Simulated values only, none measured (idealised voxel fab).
The following is a process module called voxel gate over fins.
In the cross-section labelled cut, the width is 145 nm and each square cell is 5 nm.
Each cross-section below is a grid of square cells, stated as bands in top-down order, with one or more rows of cells making up each band. This entry defines a band. It first specifies the height of the band's top and the height of its bottom in nm, and then specifies the band's materials from left to right, stating each material with its width in nm. The word "full width" identifies a single material that fills the band from edge to edge, while the word "empty" identifies empty space. Where do heights start? At 0: under that level the wafer as delivered is made of one material only. And the lowest band has no floor; it just carries on downward, as in "0..down". Width spec "30 to 40" -> top row of cells at first value, bottom row at second value, equal per-row change in between. You'll sometimes find "no alterations made" written for a step, and that's the way of saying that nowhere in the cross-section did a cell change during that step. Voids not open to the top, 8 cells minimum: see "Entrapped void list". Written width x height at distance; distance is from the left edge; nm. Post-settings text on a step line: simulator's own remark regarding the step. Steps that use a mask can have "overlay nm" on their line. It says how far the mask sat to the right of where it was meant to be. Negative means to the left.
Steps planned for the process
1: RECEIVE: material Si
2: CONFORMAL_DEP: material SiN, thk nm 10
3: DIRECTIONAL_DEP: material aC, thk nm 10
4: PATTERN: tone cover, mask id FINS, material resist, width nm 15, pitch nm 35, thk nm 30, overlay nm 0
5: DIRECTIONAL_ETCH: etch materials aC, depth nm 10
6: STRIP: etch materials resist
7: DIRECTIONAL_ETCH: etch materials SiN, depth nm 10
8: DIRECTIONAL_ETCH: etch materials Si, depth nm 40
9: STRIP: etch materials aC
10: OXIDIZE: depth nm 5
11: FILL_DEP: material SiO2, thk nm 5
12: CMP: height nm 10
13: SELECTIVE_ETCH: etch materials SiO2, depth nm 25
14: STRIP: etch materials SiN
15: CONFORMAL_DEP: material HfO2, thk nm 5
16: CONFORMAL_DEP: material TiN, thk nm 5
17: CONFORMAL_DEP: material TiAl, thk nm 5
18: CONFORMAL_DEP: material TiN, thk nm 5
19: FILL_DEP: material W, thk nm 15
20: CMP: height nm 30
21: CONFORMAL_DEP: material SiCN, thk nm 5
Cross-sectional view of the wafer in its as-received condition, corresponding to the state after step 1
- 0..down | Si full width
- Entrapped void list: none
As-planned run: cross-section of the first of two wafers at end of module
- 35..30 | SiCN full width
- 30..20 | W full width
- 20..15 | W: 30  TiN: 80  W: 35
- 15..10 | W: 30  TiN: 5  TiAl: 70  TiN: 5  W: 35
- 10..5 | W: 30  TiN: 5  TiAl: 5  TiN: 25  TiAl: 10  TiN: 25  TiAl: 5  TiN: 5  W: 35
- 5..0 | TiN: 35  TiAl: 5  TiN: 5  HfO2: 15  TiN: 5  TiAl: 10  TiN: 5  HfO2: 15  TiN: 5  TiAl: 5  TiN: 40
- 0..-5 | TiAl: 40  TiN: 5  HfO2: 5  Si: 5  HfO2: 5  TiN: 5  TiAl: 10  TiN: 5  HfO2: 5  Si: 5  HfO2: 5  TiN: 5  TiAl: 45
- -5..-10 | TiN: 45  HfO2: 5  Si: 5  HfO2: 5  TiN: 20  HfO2: 5  Si: 5  HfO2: 5  TiN: 50
- -10..-15 | HfO2: 50  Si: 5  HfO2: 30  Si: 5  HfO2: 55
- -15..-45 | SiO2: 50  Si: 5  SiO2: 30  Si: 5  SiO2: 55
- -45..down | Si full width
- Entrapped void list: none
What the second wafer looks like in cross-section once the module is done. Its start and its plan matched the first wafer's exactly; what differed was one mistake in how it was run
- 35..30 | SiCN full width
- 30..20 | W full width
- 20..15 | W: 30  TiAl: 80  W: 35
- 15..5 | W: 30  TiAl: 5  TiN: 70  TiAl: 5  W: 35
- 5..0 | TiAl: 35  TiN: 10  HfO2: 15  TiN: 20  HfO2: 15  TiN: 10  TiAl: 40
- 0..-10 | TiN: 45  HfO2: 5  Si: 5  HfO2: 5  TiN: 20  HfO2: 5  Si: 5  HfO2: 5  TiN: 50
- -10..-15 | HfO2: 50  Si: 5  HfO2: 30  Si: 5  HfO2: 55
- -15..-45 | SiO2: 50  Si: 5  SiO2: 30  Si: 5  SiO2: 55
- -45..down | Si full width
- Entrapped void list: none
So what did we get wrong on this run? a sequencing error occurred in which plan steps 17 and 18 were transposed
Count the cells at the end and the second wafer has more or fewer of some materials than the first: 6 fewer of TiAl; 6 more of TiN
